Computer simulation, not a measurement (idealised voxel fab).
process module | voxel transistor to metal
cross-section cut | 205 nm wide | cells 5 nm
A cross-section is a grid of square cells, given in bands from the top down. A band is one or more rows of cells.
Each band's line starts with the height of the band's top and of its bottom, in nm. Then come its materials from left to right, each with its width in nm. One material with "throughout" fills the band from edge to edge. "air" is empty space.
Height 0 is the level under which the wafer as received is all one material. The lowest band goes on downwards, as in "0 down".
A width such as "30 to 40" changes by the same amount from each row of cells to the next, from the band's top row to its bottom row.
"no change" after a step means that no cell of the cross-section changed.
closed voids: empty space of 8 cells or more with no open way to the top, each as width x height at its distance from the left edge, in nm
after a step's settings: what the simulator itself notes on the step
overlay nm, on a step with a mask: how far to the right of its planned place the mask lay; to the left if negative
plan
1 op RECEIVE | material Si
2 op OXIDIZE | depth nm 5
3 op CONFORMAL_DEP | material SiN | thk nm 10
4 op MASKED_ETCH | tone cover | mask id ACTIVE | width nm 95 | etch materials SiN | depth nm 10 | overlay nm 0
5 op MASKED_ETCH | tone cover | mask id ACTIVE | width nm 95 | etch materials SiO2 | depth nm 5 | overlay nm 0
6 op MASKED_ETCH | tone cover | mask id ACTIVE | width nm 95 | etch materials Si | depth nm 30 | overlay nm 0
7 op OXIDIZE | depth nm 5
8 op FILL_DEP | material SiO2 | thk nm 5
9 op CMP | height nm 10
10 op SELECTIVE_ETCH | etch materials SiO2 | depth nm 5
11 op STRIP | etch materials SiN
12 op SELECTIVE_ETCH | etch materials SiO2 | depth nm 5
13 op OXIDIZE | depth nm 5
14 op DIRECTIONAL_DEP | material polySi | thk nm 20
15 op DIRECTIONAL_DEP | material SiCN | thk nm 10
16 op MASKED_ETCH | tone cover | mask id GATE | width nm 25 | etch materials SiCN | depth nm 20 | overlay nm 0
17 op MASKED_ETCH | tone cover | mask id GATE | width nm 25 | etch materials polySi | depth nm 30 | overlay nm 0
18 op CONFORMAL_DEP | material SiO2 | thk nm 5
19 op DIRECTIONAL_ETCH | etch materials SiO2 | depth nm 5
20 op CONFORMAL_DEP | material SiN | thk nm 5
21 op DIRECTIONAL_ETCH | etch materials SiN | depth nm 5
22 op DIRECTIONAL_ETCH | etch materials SiO2 | depth nm 5
23 op EPI | material pSi | thk nm 5
24 op FILL_DEP | material SiO2 | thk nm 10
25 op CMP | height nm 25
26 op DIRECTIONAL_DEP | material SiO2 | thk nm 10
27 op DIRECTIONAL_DEP | material aC | thk nm 15
28 op PATTERN | tone open | mask id CONTACT | material resist | width nm 15 | pitch nm 70 | thk nm 35 | overlay nm 0
29 op DIRECTIONAL_ETCH | etch materials aC | depth nm 15
30 op STRIP | etch materials resist
31 op DIRECTIONAL_ETCH | etch materials SiO2 | depth nm 40
32 op STRIP | etch materials aC
33 op CONFORMAL_DEP | material TiN | thk nm 5
34 op FILL_DEP | material W | thk nm 10
35 op CMP | height nm 35
36 op CONFORMAL_DEP | material SiCN | thk nm 5
37 op DIRECTIONAL_DEP | material lowk | thk nm 20
38 op MASKED_ETCH | tone open | mask id METAL_1 | width nm 15 | pitch nm 70 | etch materials lowk | depth nm 20 | overlay nm 0
39 op MASKED_ETCH | tone open | mask id METAL_1 | width nm 15 | pitch nm 70 | etch materials SiCN | depth nm 5 | overlay nm 0
40 op CONFORMAL_DEP | material TiN | thk nm 5
41 op FILL_DEP | material Cu | thk nm 10
42 op CMP | height nm 60
43 op CONFORMAL_DEP | material SiN | thk nm 5
first wafer, as planned
as received, after step 1
  0 down: Si throughout
  closed voids: none
after step 2
  0 to -5: SiO2 throughout
  below -5: unchanged
after step 3
  10 to 0: SiN throughout
  below 0: unchanged
after step 4
  10 to 0: air 55 | SiN 95 | air 55
  below 0: unchanged
after step 5
  10 to 0: air 55 | SiN 95 | air 55
  0 to -5: air 55 | SiO2 95 | air 55
  below -5: unchanged
after step 6
  10 to 0: air 55 | SiN 95 | air 55
  0 to -5: air 55 | SiO2 95 | air 55
  -5 to -35: air 55 | Si 95 | air 55
  below -35: unchanged
after step 7
  10 to 0: air 55 | SiN 95 | air 55
  0 to -5: air 55 | SiO2 95 | air 55
  -5 to -35: air 55 | SiO2 5 | Si 85 | SiO2 5 | air 55
  -35 to -40: SiO2 60 | Si 85 | SiO2 60
  below -40: unchanged
after step 8
  15 to 10: SiO2 throughout
  10 to 0: SiO2 55 | SiN 95 | SiO2 55
  0 to -5: SiO2 throughout
  -5 to -40: SiO2 60 | Si 85 | SiO2 60
  below -40: unchanged
after step 9
  10 to 0: SiO2 55 | SiN 95 | SiO2 55
  below 0: unchanged
after step 10
  10 to 5: air 55 | SiN 95 | air 55
  below 5: unchanged
after step 11
  5 to 0: SiO2 55 | air 95 | SiO2 55
  below 0: unchanged
after step 12
  0 to -5: SiO2 50 | air 105 | SiO2 50
  below -5: unchanged
after step 13
  0 to -5: SiO2 50 | air 105 | SiO2 50
  -5 to -10: SiO2 throughout
  below -10: unchanged
after step 14
  20 to 15: polySi 50 | air 105 | polySi 50
  15 to 0: polySi throughout
  0 to -5: SiO2 50 | polySi 105 | SiO2 50
  below -5: unchanged
after step 15
  30 to 25: SiCN 50 | air 105 | SiCN 50
  25 to 20: SiCN throughout
  20 to 15: polySi 50 | SiCN 105 | polySi 50
  below 15: unchanged
after step 16
  25 to 20: air 90 | SiCN 25 | air 90
  20 to 15: polySi 50 | air 40 | SiCN 25 | air 40 | polySi 50
  below 15: unchanged
after step 17
  25 to 15: air 90 | SiCN 25 | air 90
  15 to 0: air 90 | polySi 25 | air 90
  0 to -5: SiO2 50 | air 40 | polySi 25 | air 40 | SiO2 50
  below -5: unchanged
after step 18
  30 to 25: air 85 | SiO2 35 | air 85
  25 to 15: air 85 | SiO2 5 | SiCN 25 | SiO2 5 | air 85
  15 to 5: air 85 | SiO2 5 | polySi 25 | SiO2 5 | air 85
  5 to 0: SiO2 55 | air 30 | SiO2 5 | polySi 25 | SiO2 5 | air 30 | SiO2 55
  0 to -5: SiO2 90 | polySi 25 | SiO2 90
  below -5: unchanged
after step 19
  25 to 15: air 85 | SiO2 5 | SiCN 25 | SiO2 5 | air 85
  15 to 0: air 85 | SiO2 5 | polySi 25 | SiO2 5 | air 85
  0 to -5: SiO2 55 | air 30 | SiO2 5 | polySi 25 | SiO2 5 | air 30 | SiO2 55
  below -5: unchanged
after step 20
  30 to 25: air 80 | SiN 45 | air 80
  25 to 15: air 80 | SiN 5 | SiO2 5 | SiCN 25 | SiO2 5 | SiN 5 | air 80
  15 to 5: air 80 | SiN 5 | SiO2 5 | polySi 25 | SiO2 5 | SiN 5 | air 80
  5 to 0: SiN 60 | air 20 | SiN 5 | SiO2 5 | polySi 25 | SiO2 5 | SiN 5 | air 20 | SiN 60
  0 to -5: SiO2 55 | SiN 30 | SiO2 5 | polySi 25 | SiO2 5 | SiN 30 | SiO2 55
  below -5: unchanged
after step 21
  25 to 15: air 80 | SiN 5 | SiO2 5 | SiCN 25 | SiO2 5 | SiN 5 | air 80
  15 to 0: air 80 | SiN 5 | SiO2 5 | polySi 25 | SiO2 5 | SiN 5 | air 80
  0 to -5: SiO2 55 | SiN 5 | air 20 | SiN 5 | SiO2 5 | polySi 25 | SiO2 5 | SiN 5 | air 20 | SiN 5 | SiO2 55
  below -5: unchanged
after step 22
  25 to 20: air 80 | SiN 5 | air 5 | SiCN 25 | air 5 | SiN 5 | air 80
  20 to 15: air 80 | SiN 5 | SiO2 5 | SiCN 25 | SiO2 5 | SiN 5 | air 80
  15 to 0: air 80 | SiN 5 | SiO2 5 | polySi 25 | SiO2 5 | SiN 5 | air 80
  0 to -5: air 55 | SiN 5 | air 20 | SiN 5 | SiO2 5 | polySi 25 | SiO2 5 | SiN 5 | air 20 | SiN 5 | air 55
  -5 to -10: SiO2 60 | air 20 | SiO2 45 | air 20 | SiO2 60
  below -10: unchanged
after step 23
  25 to 20: air 80 | SiN 5 | air 5 | SiCN 25 | air 5 | SiN 5 | air 80
  20 to 15: air 80 | SiN 5 | SiO2 5 | SiCN 25 | SiO2 5 | SiN 5 | air 80
  15 to 0: air 80 | SiN 5 | SiO2 5 | polySi 25 | SiO2 5 | SiN 5 | air 80
  0 to -5: air 55 | SiN 5 | air 20 | SiN 5 | SiO2 5 | polySi 25 | SiO2 5 | SiN 5 | air 20 | SiN 5 | air 55
  -5 to -10: SiO2 60 | pSi 20 | SiO2 45 | pSi 20 | SiO2 60
  below -10: unchanged
after step 24
  35 to 25: SiO2 throughout
  25 to 15: SiO2 80 | SiN 5 | SiO2 5 | SiCN 25 | SiO2 5 | SiN 5 | SiO2 80
  15 to 0: SiO2 80 | SiN 5 | SiO2 5 | polySi 25 | SiO2 5 | SiN 5 | SiO2 80
  0 to -5: SiO2 55 | SiN 5 | SiO2 20 | SiN 5 | SiO2 5 | polySi 25 | SiO2 5 | SiN 5 | SiO2 20 | SiN 5 | SiO2 55
  below -5: unchanged
after step 25
  25 to 15: SiO2 80 | SiN 5 | SiO2 5 | SiCN 25 | SiO2 5 | SiN 5 | SiO2 80
  below 15: unchanged
after step 26
  35 to 25: SiO2 throughout
  below 25: unchanged
after step 27
  50 to 35: aC throughout
  below 35: unchanged
after step 28
  85 to 50: resist 60 | air 15 | resist 55 | air 15 | resist 60
  below 50: unchanged
after step 29
  70 to 50: resist 60 | air 15 | resist 55 | air 15 | resist 60
  50 to 35: aC 60 | air 15 | aC 55 | air 15 | aC 60
  below 35: unchanged
after step 30
  50 to 35: aC 60 | air 15 | aC 55 | air 15 | aC 60
  below 35: unchanged
after step 31
  50 to 35: aC 60 | air 15 | aC 55 | air 15 | aC 60
  35 to 25: SiO2 60 | air 15 | SiO2 55 | air 15 | SiO2 60
  25 to 15: SiO2 60 | air 15 | SiO2 5 | SiN 5 | SiO2 5 | SiCN 25 | SiO2 5 | SiN 5 | SiO2 5 | air 15 | SiO2 60
  15 to 0: SiO2 60 | air 15 | SiO2 5 | SiN 5 | SiO2 5 | polySi 25 | SiO2 5 | SiN 5 | SiO2 5 | air 15 | SiO2 60
  0 to -5: SiO2 55 | SiN 5 | air 15 | SiO2 5 | SiN 5 | SiO2 5 | polySi 25 | SiO2 5 | SiN 5 | SiO2 5 | air 15 | SiN 5 | SiO2 55
  below -5: unchanged
after step 32
  35 to 25: SiO2 60 | air 15 | SiO2 55 | air 15 | SiO2 60
  below 25: unchanged
after step 33
  40 to 35: TiN 65 | air 5 | TiN 65 | air 5 | TiN 65
  35 to 25: SiO2 60 | TiN 5 | air 5 | TiN 5 | SiO2 55 | TiN 5 | air 5 | TiN 5 | SiO2 60
  25 to 15: SiO2 60 | TiN 5 | air 5 | TiN 5 | SiO2 5 | SiN 5 | SiO2 5 | SiCN 25 | SiO2 5 | SiN 5 | SiO2 5 | TiN 5 | air 5 | TiN 5 | SiO2 60
  15 to 0: SiO2 60 | TiN 5 | air 5 | TiN 5 | SiO2 5 | SiN 5 | SiO2 5 | polySi 25 | SiO2 5 | SiN 5 | SiO2 5 | TiN 5 | air 5 | TiN 5 | SiO2 60
  0 to -5: SiO2 55 | SiN 5 | TiN 15 | SiO2 5 | SiN 5 | SiO2 5 | polySi 25 | SiO2 5 | SiN 5 | SiO2 5 | TiN 15 | SiN 5 | SiO2 55
  below -5: unchanged
after step 34
  50 to 40: W throughout
  40 to 35: TiN 65 | W 5 | TiN 65 | W 5 | TiN 65
  35 to 25: SiO2 60 | TiN 5 | W 5 | TiN 5 | SiO2 55 | TiN 5 | W 5 | TiN 5 | SiO2 60
  25 to 15: SiO2 60 | TiN 5 | W 5 | TiN 5 | SiO2 5 | SiN 5 | SiO2 5 | SiCN 25 | SiO2 5 | SiN 5 | SiO2 5 | TiN 5 | W 5 | TiN 5 | SiO2 60
  15 to 0: SiO2 60 | TiN 5 | W 5 | TiN 5 | SiO2 5 | SiN 5 | SiO2 5 | polySi 25 | SiO2 5 | SiN 5 | SiO2 5 | TiN 5 | W 5 | TiN 5 | SiO2 60
  below 0: unchanged
after step 35
  35 to 25: SiO2 60 | TiN 5 | W 5 | TiN 5 | SiO2 55 | TiN 5 | W 5 | TiN 5 | SiO2 60
  below 25: unchanged
after step 36
  40 to 35: SiCN throughout
  below 35: unchanged
after step 37
  60 to 40: lowk throughout
  below 40: unchanged
after step 38
  60 to 40: lowk 60 | air 15 | lowk 55 | air 15 | lowk 60
  below 40: unchanged
after step 39
  60 to 40: lowk 60 | air 15 | lowk 55 | air 15 | lowk 60
  40 to 35: SiCN 60 | air 15 | SiCN 55 | air 15 | SiCN 60
  below 35: unchanged
after step 40
  65 to 60: TiN 65 | air 5 | TiN 65 | air 5 | TiN 65
  60 to 40: lowk 60 | TiN 5 | air 5 | TiN 5 | lowk 55 | TiN 5 | air 5 | TiN 5 | lowk 60
  40 to 35: SiCN 60 | TiN 15 | SiCN 55 | TiN 15 | SiCN 60
  below 35: unchanged
after step 41
  75 to 65: Cu throughout
  65 to 60: TiN 65 | Cu 5 | TiN 65 | Cu 5 | TiN 65
  60 to 40: lowk 60 | TiN 5 | Cu 5 | TiN 5 | lowk 55 | TiN 5 | Cu 5 | TiN 5 | lowk 60
  below 40: unchanged
after step 42
  60 to 40: lowk 60 | TiN 5 | Cu 5 | TiN 5 | lowk 55 | TiN 5 | Cu 5 | TiN 5 | lowk 60
  below 40: unchanged
after step 43
  65 to 60: SiN throughout
  below 60: unchanged
second wafer: like start, like plan, one mistake. Through step 5 it matches the first wafer
when step 6 should have ended
  10 to 0: air 55 | SiN 95 | air 55
  0 to -5: air 55 | SiO2 95 | air 55
  -5 to -65: air 55 | Si 95 | air 55
  below -65: unchanged
when step 7 should have ended
  10 to 0: air 55 | SiN 95 | air 55
  0 to -5: air 55 | SiO2 95 | air 55
  -5 to -65: air 55 | SiO2 5 | Si 85 | SiO2 5 | air 55
  -65 to -70: SiO2 60 | Si 85 | SiO2 60
  below -70: unchanged
when step 8 should have ended
  15 to 10: SiO2 throughout
  10 to 0: SiO2 55 | SiN 95 | SiO2 55
  0 to -5: SiO2 throughout
  -5 to -70: SiO2 60 | Si 85 | SiO2 60
  below -70: unchanged
when step 9 should have ended
  10 to 0: SiO2 55 | SiN 95 | SiO2 55
  below 0: unchanged
when step 10 should have ended
  10 to 5: air 55 | SiN 95 | air 55
  below 5: unchanged
when step 11 should have ended
  5 to 0: SiO2 55 | air 95 | SiO2 55
  below 0: unchanged
when step 12 should have ended
  0 to -5: SiO2 50 | air 105 | SiO2 50
  below -5: unchanged
when step 13 should have ended
  0 to -5: SiO2 50 | air 105 | SiO2 50
  -5 to -10: SiO2 throughout
  below -10: unchanged
when step 14 should have ended
  20 to 15: polySi 50 | air 105 | polySi 50
  15 to 0: polySi throughout
  0 to -5: SiO2 50 | polySi 105 | SiO2 50
  below -5: unchanged
when step 15 should have ended
  30 to 25: SiCN 50 | air 105 | SiCN 50
  25 to 20: SiCN throughout
  20 to 15: polySi 50 | SiCN 105 | polySi 50
  below 15: unchanged
when step 16 should have ended
  25 to 20: air 90 | SiCN 25 | air 90
  20 to 15: polySi 50 | air 40 | SiCN 25 | air 40 | polySi 50
  below 15: unchanged
when step 17 should have ended
  25 to 15: air 90 | SiCN 25 | air 90
  15 to 0: air 90 | polySi 25 | air 90
  0 to -5: SiO2 50 | air 40 | polySi 25 | air 40 | SiO2 50
  below -5: unchanged
when step 18 should have ended
  30 to 25: air 85 | SiO2 35 | air 85
  25 to 15: air 85 | SiO2 5 | SiCN 25 | SiO2 5 | air 85
  15 to 5: air 85 | SiO2 5 | polySi 25 | SiO2 5 | air 85
  5 to 0: SiO2 55 | air 30 | SiO2 5 | polySi 25 | SiO2 5 | air 30 | SiO2 55
  0 to -5: SiO2 90 | polySi 25 | SiO2 90
  below -5: unchanged
when step 19 should have ended
  25 to 15: air 85 | SiO2 5 | SiCN 25 | SiO2 5 | air 85
  15 to 0: air 85 | SiO2 5 | polySi 25 | SiO2 5 | air 85
  0 to -5: SiO2 55 | air 30 | SiO2 5 | polySi 25 | SiO2 5 | air 30 | SiO2 55
  below -5: unchanged
when step 20 should have ended
  30 to 25: air 80 | SiN 45 | air 80
  25 to 15: air 80 | SiN 5 | SiO2 5 | SiCN 25 | SiO2 5 | SiN 5 | air 80
  15 to 5: air 80 | SiN 5 | SiO2 5 | polySi 25 | SiO2 5 | SiN 5 | air 80
  5 to 0: SiN 60 | air 20 | SiN 5 | SiO2 5 | polySi 25 | SiO2 5 | SiN 5 | air 20 | SiN 60
  0 to -5: SiO2 55 | SiN 30 | SiO2 5 | polySi 25 | SiO2 5 | SiN 30 | SiO2 55
  below -5: unchanged
when step 21 should have ended
  25 to 15: air 80 | SiN 5 | SiO2 5 | SiCN 25 | SiO2 5 | SiN 5 | air 80
  15 to 0: air 80 | SiN 5 | SiO2 5 | polySi 25 | SiO2 5 | SiN 5 | air 80
  0 to -5: SiO2 55 | SiN 5 | air 20 | SiN 5 | SiO2 5 | polySi 25 | SiO2 5 | SiN 5 | air 20 | SiN 5 | SiO2 55
  below -5: unchanged
when step 22 should have ended
  25 to 20: air 80 | SiN 5 | air 5 | SiCN 25 | air 5 | SiN 5 | air 80
  20 to 15: air 80 | SiN 5 | SiO2 5 | SiCN 25 | SiO2 5 | SiN 5 | air 80
  15 to 0: air 80 | SiN 5 | SiO2 5 | polySi 25 | SiO2 5 | SiN 5 | air 80
  0 to -5: air 55 | SiN 5 | air 20 | SiN 5 | SiO2 5 | polySi 25 | SiO2 5 | SiN 5 | air 20 | SiN 5 | air 55
  -5 to -10: SiO2 60 | air 20 | SiO2 45 | air 20 | SiO2 60
  below -10: unchanged
when step 23 should have ended
  25 to 20: air 80 | SiN 5 | air 5 | SiCN 25 | air 5 | SiN 5 | air 80
  20 to 15: air 80 | SiN 5 | SiO2 5 | SiCN 25 | SiO2 5 | SiN 5 | air 80
  15 to 0: air 80 | SiN 5 | SiO2 5 | polySi 25 | SiO2 5 | SiN 5 | air 80
  0 to -5: air 55 | SiN 5 | air 20 | SiN 5 | SiO2 5 | polySi 25 | SiO2 5 | SiN 5 | air 20 | SiN 5 | air 55
  -5 to -10: SiO2 60 | pSi 20 | SiO2 45 | pSi 20 | SiO2 60
  below -10: unchanged
when step 24 should have ended
  35 to 25: SiO2 throughout
  25 to 15: SiO2 80 | SiN 5 | SiO2 5 | SiCN 25 | SiO2 5 | SiN 5 | SiO2 80
  15 to 0: SiO2 80 | SiN 5 | SiO2 5 | polySi 25 | SiO2 5 | SiN 5 | SiO2 80
  0 to -5: SiO2 55 | SiN 5 | SiO2 20 | SiN 5 | SiO2 5 | polySi 25 | SiO2 5 | SiN 5 | SiO2 20 | SiN 5 | SiO2 55
  below -5: unchanged
when step 25 should have ended
  25 to 15: SiO2 80 | SiN 5 | SiO2 5 | SiCN 25 | SiO2 5 | SiN 5 | SiO2 80
  below 15: unchanged
when step 26 should have ended
  35 to 25: SiO2 throughout
  below 25: unchanged
when step 27 should have ended
  50 to 35: aC throughout
  below 35: unchanged
when step 28 should have ended
  85 to 50: resist 60 | air 15 | resist 55 | air 15 | resist 60
  below 50: unchanged
when step 29 should have ended
  70 to 50: resist 60 | air 15 | resist 55 | air 15 | resist 60
  50 to 35: aC 60 | air 15 | aC 55 | air 15 | aC 60
  below 35: unchanged
when step 30 should have ended
  50 to 35: aC 60 | air 15 | aC 55 | air 15 | aC 60
  below 35: unchanged
when step 31 should have ended
  50 to 35: aC 60 | air 15 | aC 55 | air 15 | aC 60
  35 to 25: SiO2 60 | air 15 | SiO2 55 | air 15 | SiO2 60
  25 to 15: SiO2 60 | air 15 | SiO2 5 | SiN 5 | SiO2 5 | SiCN 25 | SiO2 5 | SiN 5 | SiO2 5 | air 15 | SiO2 60
  15 to 0: SiO2 60 | air 15 | SiO2 5 | SiN 5 | SiO2 5 | polySi 25 | SiO2 5 | SiN 5 | SiO2 5 | air 15 | SiO2 60
  0 to -5: SiO2 55 | SiN 5 | air 15 | SiO2 5 | SiN 5 | SiO2 5 | polySi 25 | SiO2 5 | SiN 5 | SiO2 5 | air 15 | SiN 5 | SiO2 55
  below -5: unchanged
when step 32 should have ended
  35 to 25: SiO2 60 | air 15 | SiO2 55 | air 15 | SiO2 60
  below 25: unchanged
when step 33 should have ended
  40 to 35: TiN 65 | air 5 | TiN 65 | air 5 | TiN 65
  35 to 25: SiO2 60 | TiN 5 | air 5 | TiN 5 | SiO2 55 | TiN 5 | air 5 | TiN 5 | SiO2 60
  25 to 15: SiO2 60 | TiN 5 | air 5 | TiN 5 | SiO2 5 | SiN 5 | SiO2 5 | SiCN 25 | SiO2 5 | SiN 5 | SiO2 5 | TiN 5 | air 5 | TiN 5 | SiO2 60
  15 to 0: SiO2 60 | TiN 5 | air 5 | TiN 5 | SiO2 5 | SiN 5 | SiO2 5 | polySi 25 | SiO2 5 | SiN 5 | SiO2 5 | TiN 5 | air 5 | TiN 5 | SiO2 60
  0 to -5: SiO2 55 | SiN 5 | TiN 15 | SiO2 5 | SiN 5 | SiO2 5 | polySi 25 | SiO2 5 | SiN 5 | SiO2 5 | TiN 15 | SiN 5 | SiO2 55
  below -5: unchanged
when step 34 should have ended
  50 to 40: W throughout
  40 to 35: TiN 65 | W 5 | TiN 65 | W 5 | TiN 65
  35 to 25: SiO2 60 | TiN 5 | W 5 | TiN 5 | SiO2 55 | TiN 5 | W 5 | TiN 5 | SiO2 60
  25 to 15: SiO2 60 | TiN 5 | W 5 | TiN 5 | SiO2 5 | SiN 5 | SiO2 5 | SiCN 25 | SiO2 5 | SiN 5 | SiO2 5 | TiN 5 | W 5 | TiN 5 | SiO2 60
  15 to 0: SiO2 60 | TiN 5 | W 5 | TiN 5 | SiO2 5 | SiN 5 | SiO2 5 | polySi 25 | SiO2 5 | SiN 5 | SiO2 5 | TiN 5 | W 5 | TiN 5 | SiO2 60
  below 0: unchanged
when step 35 should have ended
  35 to 25: SiO2 60 | TiN 5 | W 5 | TiN 5 | SiO2 55 | TiN 5 | W 5 | TiN 5 | SiO2 60
  below 25: unchanged
when step 36 should have ended
  40 to 35: SiCN throughout
  below 35: unchanged
when step 37 should have ended
  60 to 40: lowk throughout
  below 40: unchanged
when step 38 should have ended
  60 to 40: lowk 60 | air 15 | lowk 55 | air 15 | lowk 60
  below 40: unchanged
when step 39 should have ended
  60 to 40: lowk 60 | air 15 | lowk 55 | air 15 | lowk 60
  40 to 35: SiCN 60 | air 15 | SiCN 55 | air 15 | SiCN 60
  below 35: unchanged
when step 40 should have ended
  65 to 60: TiN 65 | air 5 | TiN 65 | air 5 | TiN 65
  60 to 40: lowk 60 | TiN 5 | air 5 | TiN 5 | lowk 55 | TiN 5 | air 5 | TiN 5 | lowk 60
  40 to 35: SiCN 60 | TiN 15 | SiCN 55 | TiN 15 | SiCN 60
  below 35: unchanged
when step 41 should have ended
  75 to 65: Cu throughout
  65 to 60: TiN 65 | Cu 5 | TiN 65 | Cu 5 | TiN 65
  60 to 40: lowk 60 | TiN 5 | Cu 5 | TiN 5 | lowk 55 | TiN 5 | Cu 5 | TiN 5 | lowk 60
  below 40: unchanged
when step 42 should have ended
  60 to 40: lowk 60 | TiN 5 | Cu 5 | TiN 5 | lowk 55 | TiN 5 | Cu 5 | TiN 5 | lowk 60
  below 40: unchanged
when step 43 should have ended
  65 to 60: SiN throughout
  below 60: unchanged
what went wrong: step 6 was run twice
at the end the second wafer has, in cells: 144 fewer of Si | 144 more of SiO2
